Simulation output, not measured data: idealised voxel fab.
You're looking at the process module voxel air gaps.
We display cut, a cross-section 210 nm in width whose square cells are each 5 nm.
Cross-section format: a grid of square cells, given as bands from top to bottom; each band is one or more rows of cells.
Band: top and bottom heights (nm) first, top before bottom; then materials from left to right, widths in nm. "all across" marks a sole material filling the band edge to edge. "blank" denotes empty space.
The reference from which all heights are counted is 0, the level beneath which the as-received wafer is entirely one material; the lowest band, having no lower bound, proceeds downward and is written after the example "0 and below".
The two numbers in a width such as "30 to 40" mark its ends across the band: the first belongs to the top row of cells, the second to the bottom row, and from each row to the next the width moves by the same amount.
Reading "remains unaltered" for a step: not a cell of the cross-section changed in it.
"Voids, sealed" lists enclosed empty spaces (at least 8 cells, no open path upward to the top), each as width x height at distance from the left edge, in nm.
Formally, on a step line, whatever follows the settings is a remark that the simulator itself makes on the step.
overlay nm: right-of-plan distance of the mask on a masked step; negative values mean left-of-plan.
# The steps planned for the process are as follows
- 1: RECEIVE (material Si)
- 2: CONFORMAL_DEP (material SiO2; thk nm 15)
- 3: CONFORMAL_DEP (material SiN; thk nm 5)
- 4: DIRECTIONAL_DEP (material SiO2; thk nm 40)
- 5: PATTERN (tone open; mask id LINES; material resist; width nm 15; pitch nm 45; thk nm 20; overlay nm 0)
- 6: DIRECTIONAL_ETCH (etch materials SiO2; depth nm 40)
- 7: STRIP (etch materials resist)
- 8: CONFORMAL_DEP (material TiN; thk nm 5)
- 9: FILL_DEP (material W; thk nm 5)
- 10: CMP (height nm 60)
- 11: EPI (material Ru; thk nm 10)
- 12: SELECTIVE_ETCH (etch materials SiO2; depth nm 50)
- 13: CONFORMAL_DEP (material SiN; thk nm 5)
# The first of the two wafers, which ran as planned
# as received, after step 1
- 0 and below = Si all across
- Voids, sealed: none
# Presented here is a cross-section of the wafer after step 2 has been performed
- 15 down to 0 = SiO2 all across
- Anything lower than 0 is untouched.
# Presented here is a cross-section of the wafer after step 3 has been performed
- 20 down to 15 = SiN all across
- Anything lower than 15 is untouched.
# Presented here is a cross-section of the wafer after step 4 has been performed
- 60 down to 20 = SiO2 all across
- Anything lower than 20 is untouched.
# Presented here is a cross-section of the wafer after step 5 has been performed
- 80 down to 60 = resist: 30; blank: 15; resist: 30; blank: 15; resist: 30; blank: 15; resist: 30; blank: 15; resist: 30
- Anything lower than 60 is untouched.
# Presented here is a cross-section of the wafer after step 6 has been performed
- 80 down to 60 = resist: 30; blank: 15; resist: 30; blank: 15; resist: 30; blank: 15; resist: 30; blank: 15; resist: 30
- 60 down to 20 = SiO2: 30; blank: 15; SiO2: 30; blank: 15; SiO2: 30; blank: 15; SiO2: 30; blank: 15; SiO2: 30
- Anything lower than 20 is untouched.
# Presented here is a cross-section of the wafer after step 7 has been performed
- 60 down to 20 = SiO2: 30; blank: 15; SiO2: 30; blank: 15; SiO2: 30; blank: 15; SiO2: 30; blank: 15; SiO2: 30
- Anything lower than 20 is untouched.
# Presented here is a cross-section of the wafer after step 8 has been performed
- 65 down to 60 = TiN: 35; blank: 5; TiN: 40; blank: 5; TiN: 40; blank: 5; TiN: 40; blank: 5; TiN: 35
- 60 down to 25 = SiO2: 30; TiN: 5; blank: 5; TiN: 5; SiO2: 30; TiN: 5; blank: 5; TiN: 5; SiO2: 30; TiN: 5; blank: 5; TiN: 5; SiO2: 30; TiN: 5; blank: 5; TiN: 5; SiO2: 30
- 25 down to 20 = SiO2: 30; TiN: 15; SiO2: 30; TiN: 15; SiO2: 30; TiN: 15; SiO2: 30; TiN: 15; SiO2: 30
- Anything lower than 20 is untouched.
# Presented here is a cross-section of the wafer after step 9 has been performed
- 70 down to 65 = W all across
- 65 down to 60 = TiN: 35; W: 5; TiN: 40; W: 5; TiN: 40; W: 5; TiN: 40; W: 5; TiN: 35
- 60 down to 25 = SiO2: 30; TiN: 5; W: 5; TiN: 5; SiO2: 30; TiN: 5; W: 5; TiN: 5; SiO2: 30; TiN: 5; W: 5; TiN: 5; SiO2: 30; TiN: 5; W: 5; TiN: 5; SiO2: 30
- Anything lower than 25 is untouched.
# Presented here is a cross-section of the wafer after step 10 has been performed
- 60 down to 25 = SiO2: 30; TiN: 5; W: 5; TiN: 5; SiO2: 30; TiN: 5; W: 5; TiN: 5; SiO2: 30; TiN: 5; W: 5; TiN: 5; SiO2: 30; TiN: 5; W: 5; TiN: 5; SiO2: 30
- Anything lower than 25 is untouched.
# Presented here is a cross-section of the wafer after step 11 has been performed
- 70 down to 60 = blank: 20; Ru: 35; blank: 10; Ru: 35; blank: 10; Ru: 35; blank: 10; Ru: 35; blank: 20
- Anything lower than 60 is untouched.
# Presented here is a cross-section of the wafer after step 12 has been performed
- 70 down to 60 = blank: 20; Ru: 35; blank: 10; Ru: 35; blank: 10; Ru: 35; blank: 10; Ru: 35; blank: 20
- 60 down to 25 = blank: 30; TiN: 5; W: 5; TiN: 5; blank: 30; TiN: 5; W: 5; TiN: 5; blank: 30; TiN: 5; W: 5; TiN: 5; blank: 30; TiN: 5; W: 5; TiN: 5; blank: 30
- 25 down to 20 = blank: 30; TiN: 15; blank: 30; TiN: 15; blank: 30; TiN: 15; blank: 30; TiN: 15; blank: 30
- Anything lower than 20 is untouched.
# Presented here is a cross-section of the wafer after step 13 has been performed
- 75 down to 70 = blank: 15; SiN: 180; blank: 15
- 70 down to 60 = blank: 15; SiN: 5; Ru: 35; SiN: 10; Ru: 35; SiN: 10; Ru: 35; SiN: 10; Ru: 35; SiN: 5; blank: 15
- 60 down to 55 = blank: 15; SiN: 15; TiN: 5; W: 5; TiN: 5; SiN: 30; TiN: 5; W: 5; TiN: 5; SiN: 30; TiN: 5; W: 5; TiN: 5; SiN: 30; TiN: 5; W: 5; TiN: 5; SiN: 15; blank: 15
- 55 down to 25 = blank: 25; SiN: 5; TiN: 5; W: 5; TiN: 5; SiN: 5; blank: 20; SiN: 5; TiN: 5; W: 5; TiN: 5; SiN: 5; blank: 20; SiN: 5; TiN: 5; W: 5; TiN: 5; SiN: 5; blank: 20; SiN: 5; TiN: 5; W: 5; TiN: 5; SiN: 5; blank: 25
- 25 down to 20 = SiN: 30; TiN: 15; SiN: 30; TiN: 15; SiN: 30; TiN: 15; SiN: 30; TiN: 15; SiN: 30
- Anything lower than 20 is untouched.
- Voids, sealed: 20 x 30 at 50; 20 x 30 at 95; 20 x 30 at 140
# The second wafer began exactly as the first did and followed the same plan, but one mistake was made while running it; through step 10 inclusive, the two wafers are identical
# when step 11 should have ended
- 60 down to 25 = blank: 30; TiN: 5; W: 5; TiN: 5; blank: 30; TiN: 5; W: 5; TiN: 5; blank: 30; TiN: 5; W: 5; TiN: 5; blank: 30; TiN: 5; W: 5; TiN: 5; blank: 30
- 25 down to 20 = blank: 30; TiN: 15; blank: 30; TiN: 15; blank: 30; TiN: 15; blank: 30; TiN: 15; blank: 30
- Anything lower than 20 is untouched.
# when step 12 should have ended
- 70 down to 60 = blank: 20; Ru: 35; blank: 10; Ru: 35; blank: 10; Ru: 35; blank: 10; Ru: 35; blank: 20
- 60 down to 25 = blank: 20; Ru: 10; TiN: 5; W: 5; TiN: 5; Ru: 10; blank: 10; Ru: 10; TiN: 5; W: 5; TiN: 5; Ru: 10; blank: 10; Ru: 10; TiN: 5; W: 5; TiN: 5; Ru: 10; blank: 10; Ru: 10; TiN: 5; W: 5; TiN: 5; Ru: 10; blank: 20
- 25 down to 20 = blank: 20; Ru: 10; TiN: 15; Ru: 10; blank: 10; Ru: 10; TiN: 15; Ru: 10; blank: 10; Ru: 10; TiN: 15; Ru: 10; blank: 10; Ru: 10; TiN: 15; Ru: 10; blank: 20
- Anything lower than 20 is untouched.
# when step 13 should have ended
- 75 down to 70 = blank: 15; SiN: 180; blank: 15
- 70 down to 60 = blank: 15; SiN: 5; Ru: 35; SiN: 10; Ru: 35; SiN: 10; Ru: 35; SiN: 10; Ru: 35; SiN: 5; blank: 15
- 60 down to 25 = blank: 15; SiN: 5; Ru: 10; TiN: 5; W: 5; TiN: 5; Ru: 10; SiN: 10; Ru: 10; TiN: 5; W: 5; TiN: 5; Ru: 10; SiN: 10; Ru: 10; TiN: 5; W: 5; TiN: 5; Ru: 10; SiN: 10; Ru: 10; TiN: 5; W: 5; TiN: 5; Ru: 10; SiN: 5; blank: 15
- 25 down to 20 = SiN: 20; Ru: 10; TiN: 15; Ru: 10; SiN: 10; Ru: 10; TiN: 15; Ru: 10; SiN: 10; Ru: 10; TiN: 15; Ru: 10; SiN: 10; Ru: 10; TiN: 15; Ru: 10; SiN: 20
- Anything lower than 20 is untouched.
Run error: steps 11 and 12 run out of order (swapped)
At the finish, the second wafer shows more or fewer cells for some materials than the first does: 128 more of Ru | 32 fewer of SiN
In the final state there are 3 closed voids in the first wafer, compared with 0 in the second wafer.
